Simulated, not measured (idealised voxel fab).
This section sets out a process module, namely voxel transistor to metal.
Square cells of 5 nm make up the cross-section cut, whose width is 265 nm.
Just so we're on the same page, the cross-sections are grids of square cells, and they're listed out in bands top to bottom, each band one or more rows deep.
What a band's entry tells you: where the top is and where the bottom is, as heights in nm, and after that what lies inside, material by material from left to right, each with its width in nm. Empty space is written as the word "empty", and a single material marked with the word "throughout" occupies the band from edge to edge.
The level at which height equals 0 is the one under which the wafer, as it arrives, is entirely one material. No lower edge exists for the bottom band, which continues downward and is notated as in "0 down".
A two-number width, for instance "30->40", indicates that the width is equal to the first number in the top row of the band and to the second number in the bottom row, and that it changes by a constant amount per row of cells.
Key: "no alterations made" - step with no changed cell in the cross-section.
The entry "Closed void inventory" lists the empty spaces that cover at least 8 cells and have no open path to the top. Each is written as width x height at distance, where the distance is measured from the left edge and all three values are in nm.
Text after the settings on a step's line: the simulator's own remark on that step.
overlay nm: on a step with a mask, how far right of its planned place the mask lay; negative means left.
**plan**
| 1 | RECEIVE (material Si) |
| 2 | CONFORMAL_DEP (material SiO2; thk nm 5) |
| 3 | CONFORMAL_DEP (material SiN; thk nm 15) |
| 4 | PATTERN (tone cover; mask id ACTIVE; material resist; width nm 100; pitch nm 125; thk nm 15; overlay nm 0) |
| 5 | DIRECTIONAL_ETCH (etch materials SiN; depth nm 15) |
| 6 | DIRECTIONAL_ETCH (etch materials SiO2; depth nm 5) |
| 7 | DIRECTIONAL_ETCH (etch materials Si; depth nm 30) |
| 8 | STRIP (etch materials resist) |
| 9 | OXIDIZE (depth nm 5) |
| 10 | FILL_DEP (material SiO2; thk nm 15) |
| 11 | CMP (height nm 20) |
| 12 | SELECTIVE_ETCH (etch materials SiO2; depth nm 5) |
| 13 | STRIP (etch materials SiN) |
| 14 | SELECTIVE_ETCH (etch materials SiO2; depth nm 5) |
| 15 | OXIDIZE (depth nm 5) |
| 16 | DIRECTIONAL_DEP (material polySi; thk nm 20) |
| 17 | DIRECTIONAL_DEP (material SiCN; thk nm 10) |
| 18 | DIRECTIONAL_DEP (material aC; thk nm 10) |
| 19 | PATTERN (tone cover; mask id GATE; material resist; width nm 20; pitch nm 125; thk nm 30; overlay nm 0) |
| 20 | DIRECTIONAL_ETCH (etch materials aC; depth nm 10) |
| 21 | STRIP (etch materials resist) |
| 22 | DIRECTIONAL_ETCH (etch materials SiCN; depth nm 20) |
| 23 | DIRECTIONAL_ETCH (etch materials polySi; depth nm 30) |
| 24 | STRIP (etch materials aC) |
| 25 | CONFORMAL_DEP (material SiO2; thk nm 5) |
| 26 | DIRECTIONAL_ETCH (etch materials SiO2; depth nm 5) |
| 27 | CONFORMAL_DEP (material SiN; thk nm 10) |
| 28 | DIRECTIONAL_ETCH (etch materials SiN; depth nm 10) |
| 29 | DIRECTIONAL_ETCH (etch materials SiO2; depth nm 5) |
| 30 | DIRECTIONAL_ETCH (etch materials Si; depth nm 5) |
| 31 | EPI (material pSi; thk nm 10) |
| 32 | FILL_DEP (material SiO2; thk nm 10) |
| 33 | CMP (height nm 30) |
| 34 | DIRECTIONAL_DEP (material SiO2; thk nm 10) |
| 35 | PATTERN (tone open; mask id CONTACT; material resist; width nm 30; thk nm 20; overlay nm 0) |
| 36 | DIRECTIONAL_ETCH (etch materials SiO2; depth nm 35) |
| 37 | STRIP (etch materials resist) |
| 38 | CONFORMAL_DEP (material TiN; thk nm 5) |
| 39 | FILL_DEP (material W; thk nm 5) |
| 40 | CMP (height nm 40) |
| 41 | DIRECTIONAL_DEP (material TiN; thk nm 5) |
| 42 | DIRECTIONAL_DEP (material W; thk nm 15) |
| 43 | MASKED_ETCH (tone cover; mask id METAL_1; width nm 15; etch materials W; depth nm 15; overlay nm 0) |
| 44 | MASKED_ETCH (tone cover; mask id METAL_1; width nm 15; etch materials TiN; depth nm 5; overlay nm 0) |
| 45 | CONFORMAL_DEP (material SiCN; thk nm 5) |
| 46 | FILL_DEP (material SiO2; thk nm 10) |
| 47 | CMP (height nm 60) |
| 48 | CONFORMAL_DEP (material SiCN; thk nm 5) |
| 49 | DIRECTIONAL_DEP (material SiO2; thk nm 35) |
| 50 | MASKED_ETCH (tone open; mask id METAL_2; width nm 15; pitch nm 125; etch materials SiO2; depth nm 20; overlay nm 0) |
| 51 | PATTERN (tone open; mask id METAL_2_HOLES; material resist; width nm 15; pitch nm 125; thk nm 20; overlay nm 0) |
| 52 | DIRECTIONAL_ETCH (etch materials SiO2; depth nm 15) |
| 53 | DIRECTIONAL_ETCH (etch materials SiCN; depth nm 5) |
| 54 | STRIP (etch materials resist) |
| 55 | CONFORMAL_DEP (material TiN; thk nm 5) |
| 56 | FILL_DEP (material Cu; thk nm 5) |
| 57 | CMP (height nm 100) |
| 58 | CONFORMAL_DEP (material SiN; thk nm 5) |
**Incoming wafer, cross-sectional view, post step 1**
  0 down  Si throughout
  Closed void inventory: none
**Cross-section: first of two wafers, module finished, run according to plan**
  105 to 100  SiN throughout
  100 to 65  SiO2: 25  TiN: 5  Cu: 5  TiN: 5  SiO2: 110  TiN: 5  Cu: 5  TiN: 5  SiO2: 100
  65 to 60  SiCN: 25  TiN: 15  SiCN: 110  TiN: 15  SiCN: 100
  60 to 45  SiO2: 20  SiCN: 5  W: 15  SiCN: 5  SiO2: 50  SiCN: 5  W: 15  SiCN: 5  SiO2: 25  SiCN: 5  W: 15  SiCN: 5  SiO2: 50  SiCN: 5  W: 15  SiCN: 5  SiO2: 20
  45 to 40  SiCN: 25  TiN: 15  SiCN: 60  TiN: 15  SiCN: 35  TiN: 15  SiCN: 60  TiN: 15  SiCN: 25
  40 to 30  SiO2: 25  TiN: 5  W: 20->10  TiN: 5->15  SiO2: 30  TiN: 5->15  W: 20->10  TiN: 5  SiO2: 35  TiN: 5  W: 20->10  TiN: 5->15  SiO2: 30  TiN: 5->15  W: 20->10  TiN: 5  SiO2: 25
  30 to 20  SiO2: 25  TiN: 5  W: 10  TiN: 5  SiN: 10  SiO2: 5  SiCN: 20  SiO2: 5  SiN: 10  TiN: 5  W: 10  TiN: 5  SiO2: 35  TiN: 5  W: 10  TiN: 5  SiN: 10  SiO2: 5  SiCN: 20  SiO2: 5  SiN: 10  TiN: 5  W: 10  TiN: 5  SiO2: 25
  20 to 10  SiO2: 25  TiN: 5->10  W: 10->5  TiN: 5  SiN: 10  SiO2: 5  polySi: 20  SiO2: 5  SiN: 10  TiN: 5  W: 10->5  TiN: 5->10  SiO2: 35  TiN: 5->10  W: 10->5  TiN: 5  SiN: 10  SiO2: 5  polySi: 20  SiO2: 5  SiN: 10  TiN: 5  W: 10->5  TiN: 5->10  SiO2: 25
  10 to 5  SiO2: 20  SiN: 10  TiN: 15  SiN: 10  SiO2: 5  polySi: 20  SiO2: 5  SiN: 10  TiN: 15  SiN: 10  SiO2: 25  SiN: 10  TiN: 15  SiN: 10  SiO2: 5  polySi: 20  SiO2: 5  SiN: 10  TiN: 15  SiN: 10  SiO2: 20
  5 to 0  SiO2: 20  SiN: 10  pSi: 15  SiN: 10  SiO2: 5  polySi: 20  SiO2: 5  SiN: 10  pSi: 15  SiN: 10  SiO2: 25  SiN: 10  pSi: 15  SiN: 10  SiO2: 5  polySi: 20  SiO2: 5  SiN: 10  pSi: 15  SiN: 10  SiO2: 20
  0 to -5  SiO2: 30  pSi: 15  SiO2: 50  pSi: 15  SiO2: 45  pSi: 15  SiO2: 50  pSi: 15  SiO2: 30
  -5 to -10  SiO2: 25  Si: 5  pSi: 15  Si: 50  pSi: 15  Si: 5  SiO2: 35  Si: 5  pSi: 15  Si: 50  pSi: 15  Si: 5  SiO2: 25
  -10 to -35  SiO2: 25  Si: 90  SiO2: 35  Si: 90  SiO2: 25
  -35 down  Si throughout
  Closed void inventory: none
**Second of two wafers, module complete, sectioned: it shares the first wafer's start and plan but was run with one mistake**
  105 to 100  SiN throughout
  100 to 65  SiO2: 25  TiN: 5  Cu: 5  TiN: 5  SiO2: 110  TiN: 5  Cu: 5  TiN: 5  SiO2: 100
  65 to 60  SiCN: 25  TiN: 15  SiCN: 110  TiN: 15  SiCN: 100
  60 to 45  SiO2: 20  SiCN: 5  W: 15  SiCN: 5  SiO2: 50  SiCN: 5  W: 15  SiCN: 5  SiO2: 25  SiCN: 5  W: 15  SiCN: 5  SiO2: 50  SiCN: 5  W: 15  SiCN: 5  SiO2: 20
  45 to 40  SiCN: 25  TiN: 15  SiCN: 60  TiN: 15  SiCN: 35  TiN: 15  SiCN: 60  TiN: 15  SiCN: 25
  40 to 30  SiO2: 25  TiN: 5  W: 20->10  TiN: 5->15  SiO2: 30  TiN: 5->15  W: 20->10  TiN: 5  SiO2: 35  TiN: 5  W: 20->10  TiN: 5->15  SiO2: 30  TiN: 5->15  W: 20->10  TiN: 5  SiO2: 25
  30 to 20  SiO2: 25  TiN: 5  W: 10  TiN: 5  SiN: 10  SiO2: 5  SiCN: 20  SiO2: 5  SiN: 10  TiN: 5  W: 10  TiN: 5  SiO2: 35  TiN: 5  W: 10  TiN: 5  SiN: 10  SiO2: 5  SiCN: 20  SiO2: 5  SiN: 10  TiN: 5  W: 10  TiN: 5  SiO2: 25
  20 to 10  SiO2: 25  TiN: 5->10  W: 10->5  TiN: 5  SiN: 10  SiO2: 5  polySi: 20  SiO2: 5  SiN: 10  TiN: 5  W: 10->5  TiN: 5->10  SiO2: 35  TiN: 5->10  W: 10->5  TiN: 5  SiN: 10  SiO2: 5  polySi: 20  SiO2: 5  SiN: 10  TiN: 5  W: 10->5  TiN: 5->10  SiO2: 25
  10 to 5  SiO2: 20  SiN: 10  TiN: 15  SiN: 10  SiO2: 5  polySi: 20  SiO2: 5  SiN: 10  TiN: 15  SiN: 10  SiO2: 25  SiN: 10  TiN: 15  SiN: 10  SiO2: 5  polySi: 20  SiO2: 5  SiN: 10  TiN: 15  SiN: 10  SiO2: 20
  5 to 0  SiO2: 20  SiN: 10  SiO2: 15  SiN: 10  SiO2: 5  polySi: 20  SiO2: 5  SiN: 10  SiO2: 15  SiN: 10  SiO2: 25  SiN: 10  SiO2: 15  SiN: 10  SiO2: 5  polySi: 20  SiO2: 5  SiN: 10  SiO2: 15  SiN: 10  SiO2: 20
  0 to -5  SiO2: 30  pSi: 15  SiO2: 50  pSi: 15  SiO2: 45  pSi: 15  SiO2: 50  pSi: 15  SiO2: 30
  -5 to -35  SiO2: 25  Si: 90  SiO2: 35  Si: 90  SiO2: 25
  -35 down  Si throughout
  Closed void inventory: none
Against the plan, the run slipped here: swap of plan steps 30 and 31 during execution
Upon completion, the second wafer contains, in terms of cells, a greater or smaller amount of certain materials than the first wafer: Si: 12 more, SiO2: 12 more, pSi: 24 fewer
